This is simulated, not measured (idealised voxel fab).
process module | voxel capacitor over wiring
cross-section cut | 260 nm wide | cells 5 nm
A cross-section is a grid of square cells, given in bands from the top down. A band is one or more rows of cells.
Each band's line starts with the height of the band's top and of its bottom, in nm. Then come its materials from left to right, each with its width in nm. One material with "throughout" fills the band from edge to edge. "air" is empty space.
Height 0 is the level under which the wafer as received is all one material. The lowest band goes on downwards, as in "0 down".
A width such as "30 to 40" changes by the same amount from each row of cells to the next, from the band's top row to its bottom row.
"no change" after a step means that no cell of the cross-section changed.
closed voids: empty space of 8 cells or more with no open way to the top, each as width x height at its distance from the left edge, in nm
after a step's settings: what the simulator itself notes on the step
overlay nm, on a step with a mask: how far to the right of its planned place the mask lay; to the left if negative
plan
1 op RECEIVE | material Si
2 op CONFORMAL_DEP | material SiO2 | thk nm 15
3 op DIRECTIONAL_DEP | material TiN | thk nm 5
4 op DIRECTIONAL_DEP | material Ru | thk nm 25
5 op PATTERN | tone cover | mask id METAL_1 | material resist | width nm 25 | pitch nm 95 | thk nm 15 | overlay nm 0
6 op DIRECTIONAL_ETCH | etch materials Ru | depth nm 25
7 op DIRECTIONAL_ETCH | etch materials TiN | depth nm 5
8 op STRIP | etch materials resist
9 op FILL_DEP | material SiO2 | thk nm 5
10 op CMP | height nm 45
11 op CONFORMAL_DEP | material SiCN | thk nm 5
12 op DIRECTIONAL_DEP | material SiO2 | thk nm 10
13 op DIRECTIONAL_DEP | material aC | thk nm 10
14 op PATTERN | tone open | mask id PLUG_1 | material resist | width nm 15 | thk nm 25 | overlay nm 0
15 op DIRECTIONAL_ETCH | etch materials aC | depth nm 10
16 op STRIP | etch materials resist
17 op DIRECTIONAL_ETCH | etch materials SiO2 | depth nm 10
18 op DIRECTIONAL_ETCH | etch materials SiCN | depth nm 5
19 op STRIP | etch materials aC
20 op EPI | material Ru | thk nm 10
21 op EPI | material Ru | thk nm 5
22 op DIRECTIONAL_DEP | material TiN | thk nm 5
23 op DIRECTIONAL_DEP | material Al2O3 | thk nm 5
24 op DIRECTIONAL_DEP | material TiN | thk nm 5
25 op MASKED_ETCH | tone cover | mask id UPPER_PLATE | width nm 75 | etch materials TiN | depth nm 5 | overlay nm 0
26 op MASKED_ETCH | tone cover | mask id UPPER_PLATE | width nm 75 | etch materials Al2O3 | depth nm 5 | overlay nm 0
27 op DIRECTIONAL_DEP | material aC | thk nm 15
28 op PATTERN | tone cover | mask id LOWER_PLATE | material resist | width nm 85 | thk nm 30 | overlay nm 0
29 op DIRECTIONAL_ETCH | etch materials aC | depth nm 15
30 op STRIP | etch materials resist
31 op DIRECTIONAL_ETCH | etch materials TiN | depth nm 5
32 op STRIP | etch materials aC
33 op FILL_DEP | material SiO2 | thk nm 15
34 op CMP | height nm 85
35 op MASKED_ETCH | tone open | mask id PLUG_2 | width nm 15 | etch materials SiO2 | depth nm 10 | overlay nm 0
36 op CONFORMAL_DEP | material TiN | thk nm 5
37 op FILL_DEP | material W | thk nm 5
38 op CMP | height nm 85
39 op CONFORMAL_DEP | material SiN | thk nm 5
as received, after step 1
  0 down: Si throughout
  closed voids: none
first wafer at the end, as planned
  90 to 85: SiN throughout
  85 to 80: SiO2 90 | TiN 5 | W 5 | TiN 5 | SiO2 155
  80 to 70: SiO2 90 to 80 | TiN 15 to 75 | SiO2 155 to 105
  70 to 65: SiO2 80 | Al2O3 75 | SiO2 105
  65 to 60: SiO2 75 | TiN 85 | SiO2 100
  60 to 50: SiO2 80 | Ru 15 | SiO2 165
  50 to 45: SiCN 80 | Ru 15 | SiCN 165
  45 to 20: SiO2 70 | Ru 25 | SiO2 70 | Ru 25 | SiO2 70
  20 to 15: SiO2 70 | TiN 25 | SiO2 70 | TiN 25 | SiO2 70
  15 to 0: SiO2 throughout
  0 down: Si throughout
  closed voids: none
second wafer at the end: like start, like plan, one mistake
  90 to 85: SiN throughout
  85 to 80: SiO2 90 | TiN 5 | W 5 | TiN 5 | SiO2 155
  80 to 70: SiO2 90 to 95 | TiN 15 to 60 | SiO2 155 to 105
  70 to 65: SiO2 95 | Al2O3 60 | SiO2 105
  65 to 60: SiO2 75 | TiN 5 | SiO2 15 | TiN 65 | SiO2 100
  60 to 55: SiO2 80 | TiN 15 | SiO2 165
  55 to 50: SiO2 80 | Al2O3 15 | SiO2 165
  50 to 45: SiCN 80 | TiN 15 | SiCN 165
  45 to 40: SiO2 throughout
  40 to 15: SiO2 70 | Ru 25 | SiO2 70 | Ru 25 | SiO2 70
  15 to 0: SiO2 throughout
  0 down: Si throughout
  closed voids: none
what went wrong: step 3 was left out
at the end the second wafer has, in cells: 9 fewer of Ru | 19 more of SiO2 | 10 fewer of TiN
